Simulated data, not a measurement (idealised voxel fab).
Presented below is a process module, voxel air gaps.
The width of the displayed cross-section, cut, is 240 nm; its cells are square, with a size of 5 nm.
How to read a cross-section here: the picture is a grid of square cells, written as bands going from the top down, and any band can span one or more rows of cells.
The entry gives the band's vertical extent as a top height and a bottom height in nm, then its horizontal make-up as materials from left to right, each with a width in nm. "empty" stands for empty space; a single material marked "everywhere" fills the band edge to edge.
Where do heights start? At 0: under that level the wafer as delivered is made of one material only. And the lowest band has no floor; it just carries on downward, as in "0 and below".
Per-row width for "30->40": begins at first number (top row of band), ends at second number (bottom row), increment between rows held constant.
Given "nothing got changed" for a step, no cell of the cross-section differs between before and after that step.
"Catalogued sealed voids" specifies each empty space that is not open to the top and that occupies no fewer than 8 cells, using the form width x height at distance, the distance measured from the left edge and all three quantities in nm.
On a step's line, text after the settings is the simulator commenting on that step.
overlay nm: for a step with a mask, the amount by which the mask lay right of where it was planned; a negative amount means left of it.
THE FOLLOWING LIST GIVES THE PLANNED PROCESS STEPS
1) RECEIVE, material Si
2) CONFORMAL_DEP, material SiO2, thk nm 15
3) CONFORMAL_DEP, material SiCN, thk nm 5
4) DIRECTIONAL_DEP, material SiO2, thk nm 40
5) DIRECTIONAL_DEP, material aC, thk nm 10
6) PATTERN, tone open, mask id LINES, material resist, width nm 25, pitch nm 50, thk nm 30, overlay nm 0
7) DIRECTIONAL_ETCH, etch materials aC, depth nm 10
8) STRIP, etch materials resist
9) DIRECTIONAL_ETCH, etch materials SiO2, depth nm 40
10) STRIP, etch materials aC
11) CONFORMAL_DEP, material TiN, thk nm 5
12) FILL_DEP, material Ru, thk nm 5
13) CMP, height nm 60
14) EPI, material Ru, thk nm 10
15) SELECTIVE_ETCH, etch materials SiO2, depth nm 50
16) CONFORMAL_DEP, material SiCN, thk nm 5
CROSS-SECTION OF THE WAFER UPON ARRIVAL, REPRESENTING THE STATE REACHED AFTER STEP 1
> 0 and below  Si everywhere
> Catalogued sealed voids: none
CROSS-SECTION, END OF MODULE. START: AS ABOVE. PLAN: AS ABOVE. EXECUTION: ONE MISTAKE
> 75 down to 60  empty: 40 | Ru: 155 | empty: 45
> 60 down to 55  empty: 40 | Ru: 15 | TiN: 5 | Ru: 15 | TiN: 5 | Ru: 25 | TiN: 5 | Ru: 15 | TiN: 5 | Ru: 25 | TiN: 5 | Ru: 15 | TiN: 5 | Ru: 15 | empty: 45
> 55 down to 25  empty: 50 | Ru: 5 | TiN: 5 | Ru: 15 | TiN: 5 | Ru: 5 | empty: 15 | Ru: 5 | TiN: 5 | Ru: 15 | TiN: 5 | Ru: 5 | empty: 15 | Ru: 5 | TiN: 5 | Ru: 15 | TiN: 5 | Ru: 5 | empty: 55
> 25 down to 20  Ru: 55 | TiN: 25 | Ru: 25 | TiN: 25 | Ru: 25 | TiN: 25 | Ru: 60
> 20 down to 15  SiCN everywhere
> 15 down to 0  SiO2 everywhere
> 0 and below  Si everywhere
> Catalogued sealed voids: 15 x 30 at 85; 15 x 30 at 135
Short version of what went wrong: not per plan at step 16, really ran CONFORMAL_DEP, material Ru, thk nm 5
